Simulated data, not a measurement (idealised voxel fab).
process module | voxel self aligned contacts
cross-section cut | 250 nm wide | cells 5 nm
A cross-section is a grid of square cells, given in bands from the top down. A band is one or more rows of cells.
Each band's line starts with the height of the band's top and of its bottom, in nm. Then come its materials from left to right, each with its width in nm. One material with "throughout" fills the band from edge to edge. "air" is empty space.
Height 0 is the level under which the wafer as received is all one material. The lowest band goes on downwards, as in "0 down".
A width such as "30 to 40" changes by the same amount from each row of cells to the next, from the band's top row to its bottom row.
"no change" after a step means that no cell of the cross-section changed.
closed voids: empty space of 8 cells or more with no open way to the top, each as width x height at its distance from the left edge, in nm
after a step's settings: what the simulator itself notes on the step
overlay nm, on a step with a mask: how far to the right of its planned place the mask lay; to the left if negative
plan
1 op RECEIVE | material Si
2 op OXIDIZE | depth nm 5
3 op DIRECTIONAL_DEP | material polySi | thk nm 25
4 op DIRECTIONAL_DEP | material SiN | thk nm 20
5 op DIRECTIONAL_DEP | material aC | thk nm 15
6 op PATTERN | tone cover | mask id GATE | material resist | width nm 30 | pitch nm 75 | thk nm 30 | overlay nm 0
7 op DIRECTIONAL_ETCH | etch materials aC | depth nm 15
8 op STRIP | etch materials resist
9 op DIRECTIONAL_ETCH | etch materials SiN | depth nm 20
10 op DIRECTIONAL_ETCH | etch materials polySi | depth nm 25
11 op STRIP | etch materials aC
12 op CONFORMAL_DEP | material SiN | thk nm 10
13 op DIRECTIONAL_ETCH | etch materials SiN | depth nm 10
14 op FILL_DEP | material SiO2 | thk nm 15
15 op CMP | height nm 55
16 op DIRECTIONAL_DEP | material aC | thk nm 15
17 op PATTERN | tone open | mask id CONTACT | material resist | width nm 55 | thk nm 30 | overlay nm 0
18 op DIRECTIONAL_ETCH | etch materials aC | depth nm 15
19 op STRIP | etch materials resist
20 op DIRECTIONAL_ETCH | etch materials SiO2 | depth nm 60
21 op STRIP | etch materials aC
22 op CONFORMAL_DEP | material TiN | thk nm 5
23 op FILL_DEP | material W | thk nm 5
24 op CMP | height nm 55
25 op CONFORMAL_DEP | material SiCN | thk nm 5
as received, after step 1
  0 down: Si throughout
  closed voids: none
first wafer at the end, as planned
  60 to 55: SiCN throughout
  55 to 45: SiO2 95 | TiN 5 to 20 | W 45 to 15 | TiN 5 to 20 | SiO2 100
  45 to 25: SiO2 60 | SiN 50 | TiN 5 | W 15 | TiN 5 | SiN 50 | SiO2 65
  25 to 0: SiO2 60 | SiN 10 | polySi 30 | SiN 10 | TiN 5 | W 15 | TiN 5 | SiN 10 | polySi 30 | SiN 10 | SiO2 65
  0 to -5: SiO2 110 | TiN 25 | SiO2 115
  -5 down: Si throughout
  closed voids: none
second wafer at the end: like start, like plan, one mistake
  60 to 55: SiCN throughout
  55 to 45: SiO2 95 | TiN 5 to 20 | W 45 to 15 | TiN 5 to 20 | SiO2 100
  45 to 25: SiO2 60 | SiN 50 | TiN 5 | W 15 | TiN 5 | SiN 50 | SiO2 65
  25 to 20: SiO2 110 | TiN 25 | SiO2 115
  20 to 0: polySi throughout
  0 down: Si throughout
  closed voids: none
what went wrong: steps 2 and 3 were swapped
at the end the second wafer has, in cells: 50 more of Si | 40 fewer of SiN | 125 fewer of SiO2 | 10 fewer of TiN | 15 fewer of W | 140 more of polySi
